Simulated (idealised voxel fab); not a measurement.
Process module, titled voxel air gaps
For reference, the cross-section in this document is cut, with width 225 nm and square cells of 5 nm.
We lay out every cross-section as a grid of square cells and spell it out in bands from the top down, where one band means one or more rows of cells. Top height, bottom height, nm. Materials left to right, width each, nm. Single material + "full width" = fills band edge to edge. "blank" = empty. Height 0 is the level under which the wafer as received is all one material. The lowest band goes on downwards, as in "z 0 and below". Top row gets the first number, bottom row gets the second, and each row in between changes by the same step: that is how a band width like "30->40" works. Where a step carries "no alteration", the cross-section came out of it unchanged, cell for cell. Entry "Closed void catalog". Content: empty spaces with no open connection to the top, size 8 cells or greater. Each: width x height at distance. Distance: from left edge. Unit: nm. Heads up: the bit after the settings on a step's line is the simulator's remark on that step. overlay nm: mask offset rightward from planned place, masked step; negative means leftward offset.
Process steps - plan:
| 1 | RECEIVE | material Si |
| 2 | CONFORMAL_DEP | material SiO2 | thk nm 15 |
| 3 | CONFORMAL_DEP | material SiN | thk nm 5 |
| 4 | DIRECTIONAL_DEP | material lowk | thk nm 30 |
| 5 | DIRECTIONAL_DEP | material aC | thk nm 10 |
| 6 | PATTERN | tone open | mask id LINES | material resist | width nm 15 | pitch nm 40 | thk nm 25 | overlay nm 0 |
| 7 | DIRECTIONAL_ETCH | etch materials aC | depth nm 10 |
| 8 | STRIP | etch materials resist |
| 9 | DIRECTIONAL_ETCH | etch materials lowk | depth nm 30 |
| 10 | STRIP | etch materials aC |
| 11 | CONFORMAL_DEP | material TiN | thk nm 5 |
| 12 | FILL_DEP | material W | thk nm 10 |
| 13 | CMP | height nm 50 |
| 14 | EPI | material Ru | thk nm 10 |
| 15 | SELECTIVE_ETCH | etch materials lowk | depth nm 40 |
| 16 | CONFORMAL_DEP | material SiCN | thk nm 5 |
Run as planned: first of two wafers:
As-received state of the wafer in cross-section, equivalent to post-step 1:
	z 0 and below: Si full width
	Closed void catalog: none
The wafer, seen in cross-section, after step 2:
	z 15 to 0: SiO2 full width
	Below a height of 0, the structure has not been altered.
The wafer, seen in cross-section, after step 3:
	z 20 to 15: SiN full width
	Below a height of 15, the structure has not been altered.
The wafer, seen in cross-section, after step 4:
	z 50 to 20: lowk full width
	Below a height of 20, the structure has not been altered.
The wafer, seen in cross-section, after step 5:
	z 60 to 50: aC full width
	Below a height of 50, the structure has not been altered.
The wafer, seen in cross-section, after step 6:
	z 85 to 60: resist=45, blank=15, resist=25, blank=15, resist=25, blank=15, resist=25, blank=15, resist=45
	Below a height of 60, the structure has not been altered.
The wafer, seen in cross-section, after step 7:
	z 75 to 60: resist=45, blank=15, resist=25, blank=15, resist=25, blank=15, resist=25, blank=15, resist=45
	z 60 to 50: aC=45, blank=15, aC=25, blank=15, aC=25, blank=15, aC=25, blank=15, aC=45
	Below a height of 50, the structure has not been altered.
The wafer, seen in cross-section, after step 8:
	z 60 to 50: aC=45, blank=15, aC=25, blank=15, aC=25, blank=15, aC=25, blank=15, aC=45
	Below a height of 50, the structure has not been altered.
The wafer, seen in cross-section, after step 9:
	z 60 to 50: aC=45, blank=15, aC=25, blank=15, aC=25, blank=15, aC=25, blank=15, aC=45
	z 50 to 20: lowk=45, blank=15, lowk=25, blank=15, lowk=25, blank=15, lowk=25, blank=15, lowk=45
	Below a height of 20, the structure has not been altered.
The wafer, seen in cross-section, after step 10:
	z 50 to 20: lowk=45, blank=15, lowk=25, blank=15, lowk=25, blank=15, lowk=25, blank=15, lowk=45
	Below a height of 20, the structure has not been altered.
The wafer, seen in cross-section, after step 11:
	z 55 to 50: TiN=50, blank=5, TiN=35, blank=5, TiN=35, blank=5, TiN=35, blank=5, TiN=50
	z 50 to 25: lowk=45, TiN=5, blank=5, TiN=5, lowk=25, TiN=5, blank=5, TiN=5, lowk=25, TiN=5, blank=5, TiN=5, lowk=25, TiN=5, blank=5, TiN=5, lowk=45
	z 25 to 20: lowk=45, TiN=15, lowk=25, TiN=15, lowk=25, TiN=15, lowk=25, TiN=15, lowk=45
	Below a height of 20, the structure has not been altered.
The wafer, seen in cross-section, after step 12:
	z 65 to 55: W full width
	z 55 to 50: TiN=50, W=5, TiN=35, W=5, TiN=35, W=5, TiN=35, W=5, TiN=50
	z 50 to 25: lowk=45, TiN=5, W=5, TiN=5, lowk=25, TiN=5, W=5, TiN=5, lowk=25, TiN=5, W=5, TiN=5, lowk=25, TiN=5, W=5, TiN=5, lowk=45
	Below a height of 25, the structure has not been altered.
The wafer, seen in cross-section, after step 13:
	z 50 to 25: lowk=45, TiN=5, W=5, TiN=5, lowk=25, TiN=5, W=5, TiN=5, lowk=25, TiN=5, W=5, TiN=5, lowk=25, TiN=5, W=5, TiN=5, lowk=45
	Below a height of 25, the structure has not been altered.
The wafer, seen in cross-section, after step 14:
	z 60 to 50: blank=35, Ru=35, blank=5, Ru=35, blank=5, Ru=35, blank=5, Ru=35, blank=35
	Below a height of 50, the structure has not been altered.
The wafer, seen in cross-section, after step 15:
	z 60 to 50: blank=35, Ru=35, blank=5, Ru=35, blank=5, Ru=35, blank=5, Ru=35, blank=35
	z 50 to 25: blank=45, TiN=5, W=5, TiN=5, blank=25, TiN=5, W=5, TiN=5, blank=25, TiN=5, W=5, TiN=5, blank=25, TiN=5, W=5, TiN=5, blank=45
	z 25 to 20: blank=45, TiN=15, blank=25, TiN=15, blank=25, TiN=15, blank=25, TiN=15, blank=45
	Below a height of 20, the structure has not been altered.
The wafer, seen in cross-section, after step 16:
	z 65 to 60: blank=30, SiCN=165, blank=30
	z 60 to 50: blank=30, SiCN=5, Ru=35, SiCN=5, Ru=35, SiCN=5, Ru=35, SiCN=5, Ru=35, SiCN=5, blank=30
	z 50 to 45: blank=30, SiCN=15, TiN=5, W=5, TiN=5, SiCN=25, TiN=5, W=5, TiN=5, SiCN=25, TiN=5, W=5, TiN=5, SiCN=25, TiN=5, W=5, TiN=5, SiCN=15, blank=30
	z 45 to 25: blank=40, SiCN=5, TiN=5, W=5, TiN=5, SiCN=5, blank=15, SiCN=5, TiN=5, W=5, TiN=5, SiCN=5, blank=15, SiCN=5, TiN=5, W=5, TiN=5, SiCN=5, blank=15, SiCN=5, TiN=5, W=5, TiN=5, SiCN=5, blank=40
	z 25 to 20: SiCN=45, TiN=15, SiCN=25, TiN=15, SiCN=25, TiN=15, SiCN=25, TiN=15, SiCN=45
	Below a height of 20, the structure has not been altered.
	Closed void catalog: 15 x 20 at 65; 15 x 20 at 105; 15 x 20 at 145
Companion wafer, the second of two: same beginning, same intended sequence, one mistake in carrying it out; through step 12 inclusive it tracks the first exactly:
What the second wafer looks like in cross-section when step 13 should have wrapped up: no alteration
What the second wafer looks like in cross-section when step 14 should have wrapped up:
	z 75 to 65: Ru full width
	Below a height of 65, the structure has not been altered.
What the second wafer looks like in cross-section when step 15 should have wrapped up: no alteration
What the second wafer looks like in cross-section when step 16 should have wrapped up:
	z 80 to 75: SiCN full width
	Below a height of 75, the structure has not been altered.
Processing error: with respect to the plan, step 13 was omitted and not executed
Upon completion, the second wafer contains, in terms of cells, a greater or smaller amount of certain materials than the first wafer: Ru +34, SiCN -84, TiN +41, W +94, lowk +198
Wafer, first: 3 closed voids at end. Wafer, second: 0.
